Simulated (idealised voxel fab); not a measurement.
The following process module bears the name voxel self aligned vias.
Displayed cross-section: cut, width of 255 nm, square cells sized 5 nm.
Cross-section, as written here: a square-cell grid given band by band from the top down, where a band holds one or more rows of cells. This entry defines a band. It first specifies the height of the band's top and the height of its bottom in nm, and then specifies the band's materials from left to right, stating each material with its width in nm. The word "all across" identifies a single material that fills the band from edge to edge, while the word "blank" identifies empty space. It should be noted that heights are counted from 0, beneath which the wafer as supplied is of one material throughout, and that the lowest band possesses no lower boundary but continues downward, as written in "0 and below". Note: "30 to 40" means the width goes from the first number (top row of the band) to the second number (bottom row) in equal steps per row of cells. Take "same as before" at face value: in the step it is given for, the cross-section changed in none of its cells. Voids not open to the top, 8 cells minimum: see "Voids lacking openings". Written width x height at distance; distance is from the left edge; nm. Formally, on a step line, whatever follows the settings is a remark that the simulator itself makes on the step. overlay nm: for a step with a mask, the amount by which the mask lay right of where it was planned; a negative amount means left of it.

List of planned process steps:
step 1: op RECEIVE | material Si
step 2: op CONFORMAL_DEP | material SiO2 | thk nm 10
step 3: op CONFORMAL_DEP | material SiCN | thk nm 5
step 4: op DIRECTIONAL_DEP | material lowk | thk nm 25
step 5: op PATTERN | tone open | mask id LINES | material resist | width nm 25 | pitch nm 55 | thk nm 20 | overlay nm 0
step 6: op DIRECTIONAL_ETCH | etch materials lowk | depth nm 25
step 7: op STRIP | etch materials resist
step 8: op CONFORMAL_DEP | material TiN | thk nm 5
step 9: op FILL_DEP | material Ru | thk nm 10
step 10: op CMP | height nm 40
step 11: op SELECTIVE_ETCH | etch materials W Ru TiN | depth nm 5
step 12: op FILL_DEP | material SiN | thk nm 10
step 13: op CMP | height nm 40
step 14: op DIRECTIONAL_DEP | material lowk | thk nm 15
step 15: op DIRECTIONAL_DEP | material aC | thk nm 15
step 16: op PATTERN | tone open | mask id VIAS | material resist | width nm 35 | pitch nm 55 | thk nm 30 | overlay nm 0
step 17: op DIRECTIONAL_ETCH | etch materials aC | depth nm 15
step 18: op STRIP | etch materials resist
step 19: op DIRECTIONAL_ETCH | etch materials lowk | depth nm 15
step 20: op DIRECTIONAL_ETCH | etch materials SiN | depth nm 5
step 21: op STRIP | etch materials aC
step 22: op CONFORMAL_DEP | material TiN | thk nm 5
step 23: op FILL_DEP | material Cu | thk nm 10
step 24: op CMP | height nm 55
step 25: op CONFORMAL_DEP | material SiCN | thk nm 5

Delivered wafer in cross-section: state after step 1:
* 0 and below  Si all across
* Voids lacking openings: none

First wafer of two, sectioned at end of module; run went per plan:
* 60 down to 55  SiCN all across
* 55 down to 45  lowk 80  TiN 5  Cu 25  TiN 5  lowk 20  TiN 5  Cu 25  TiN 5  lowk 85
* 45 down to 40  lowk 80  TiN 10  Cu 15  TiN 10  lowk 20  TiN 10  Cu 15  TiN 10  lowk 85
* 40 down to 35  lowk 85  TiN 25  lowk 30  TiN 25  lowk 90
* 35 down to 20  lowk 85  TiN 5  Ru 15  TiN 5  lowk 30  TiN 5  Ru 15  TiN 5  lowk 90
* 20 down to 15  lowk 85  TiN 25  lowk 30  TiN 25  lowk 90
* 15 down to 10  SiCN all across
* 10 down to 0  SiO2 all across
* 0 and below  Si all across
* Voids lacking openings: none

What the second wafer looks like in cross-section once the module is done. Its start and its plan matched the first wafer's exactly; what differed was one mistake in how it was run:
* 60 down to 55  SiCN all across
* 55 down to 40  lowk 85  TiN 5  Cu 15  TiN 5  lowk 30  TiN 5  Cu 15  TiN 5  lowk 90
* 40 down to 35  lowk 85  TiN 25  lowk 30  TiN 25  lowk 90
* 35 down to 20  lowk 85  TiN 5  Ru 15  TiN 5  lowk 30  TiN 5  Ru 15  TiN 5  lowk 90
* 20 down to 15  lowk 85  TiN 25  lowk 30  TiN 25  lowk 90
* 15 down to 10  SiCN all across
* 10 down to 0  SiO2 all across
* 0 and below  Si all across
* Voids lacking openings: none
Finding, execution versus plan: step 16 was run on a setting that differed from the plan, and what really ran there is op PATTERN | tone open | mask id VIAS | material resist | width nm 25 | pitch nm 55 | thk nm 30 | overlay nm 0
End check, counted in cells, second wafer has more or fewer of these materials than the first: 8 fewer of Cu; 4 fewer of TiN; 12 more of lowk
